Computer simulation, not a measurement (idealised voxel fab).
Proc. module: voxel wiring stack
We display cut, a cross-section 175 nm in width whose square cells are each 5 nm.
Square cells in a grid make up a cross-section in this document, and the grid is given as bands, listed from the top down, each one or more rows of cells. Read a band's entry like this: the first values are the height of its top and the height of its bottom in nm, and what follows is the sequence of materials from left to right, each with its width in nm. Note that "blank" is empty space, and that a single material marked "all across" reaches across the band from edge to edge. Below 0: as-received wafer, all one material; heights counted from there. Lowest band: no bottom, goes on down, written "0 nm and below". Width "30 to 40": first value at the band's top row of cells, second value at its bottom row, equal change from row to row. Step marked "everything unchanged"? Then no cell in the cross-section changed in it. Entry "Fully sealed cavities". Content: empty spaces with no open connection to the top, size 8 cells or greater. Each: width x height at distance. Distance: from left edge. Unit: nm. Text after the settings on a step's line: the simulator's own remark on that step. overlay nm, on a step with a mask: how far to the right of its planned place the mask lay; to the left if negative.

### The process steps that were planned are listed below
1) RECEIVE (material Si)
2) CONFORMAL_DEP (material SiO2; thk nm 15)
3) DIRECTIONAL_DEP (material TiN; thk nm 5)
4) DIRECTIONAL_DEP (material Ru; thk nm 15)
5) MASKED_ETCH (tone cover; mask id METAL_1; width nm 20; pitch nm 40; etch materials Ru; depth nm 15; overlay nm 0)
6) MASKED_ETCH (tone cover; mask id METAL_1; width nm 15; pitch nm 40; etch materials TiN; depth nm 5; overlay nm 0)
7) CONFORMAL_DEP (material SiN; thk nm 5)
8) FILL_DEP (material SiO2; thk nm 10)
9) CMP (height nm 35)
10) CONFORMAL_DEP (material SiCN; thk nm 5)
11) DIRECTIONAL_DEP (material SiO2; thk nm 20)
12) DIRECTIONAL_DEP (material aC; thk nm 10)
13) PATTERN (tone open; mask id PLUG_1; material resist; width nm 15; pitch nm 80; thk nm 30; overlay nm 0)
14) DIRECTIONAL_ETCH (etch materials aC; depth nm 10)
15) STRIP (etch materials resist)
16) DIRECTIONAL_ETCH (etch materials SiO2; depth nm 20)
17) DIRECTIONAL_ETCH (etch materials SiCN; depth nm 5)
18) STRIP (etch materials aC)
19) CONFORMAL_DEP (material TiN; thk nm 5)
20) FILL_DEP (material Ru; thk nm 5)
21) CMP (height nm 60)
22) CONFORMAL_DEP (material SiCN; thk nm 5)
23) DIRECTIONAL_DEP (material SiO2; thk nm 15)
24) MASKED_ETCH (tone open; mask id METAL_2; width nm 20; pitch nm 40; etch materials SiO2; depth nm 15; overlay nm 0)
25) MASKED_ETCH (tone open; mask id METAL_2; width nm 20; pitch nm 40; etch materials SiCN; depth nm 5; overlay nm 0)
26) CONFORMAL_DEP (material TiN; thk nm 5)
27) FILL_DEP (material Ru; thk nm 5)
28) CMP (height nm 80)
29) CONFORMAL_DEP (material SiCN; thk nm 5)
Keep in mind the plan's value for the width nm of step 6 comes from the first wafer; the wafers don't share that setting, but they do share the same starting point.

### The first of several wafers in cross-section, exactly as it reached us after step 1
	0 nm and below | Si all across
	Fully sealed cavities: none

### The following table contains a row per wafer, in which are reported, at the conclusion of the module, the cells of each material gained (+) or lost (-) since the wafer's receipt, with its closed voids given thereafter
width nm 15 | +62 Ru | +87 SiCN | +41 SiN | +341 SiO2 | +64 TiN | Fully sealed cavities: none
width nm 20 | +62 Ru | +87 SiCN | +41 SiN | +341 SiO2 | +64 TiN | Fully sealed cavities: none
width nm 25 | +62 Ru | +87 SiCN | +41 SiN | +338 SiO2 | +67 TiN | Fully sealed cavities: none
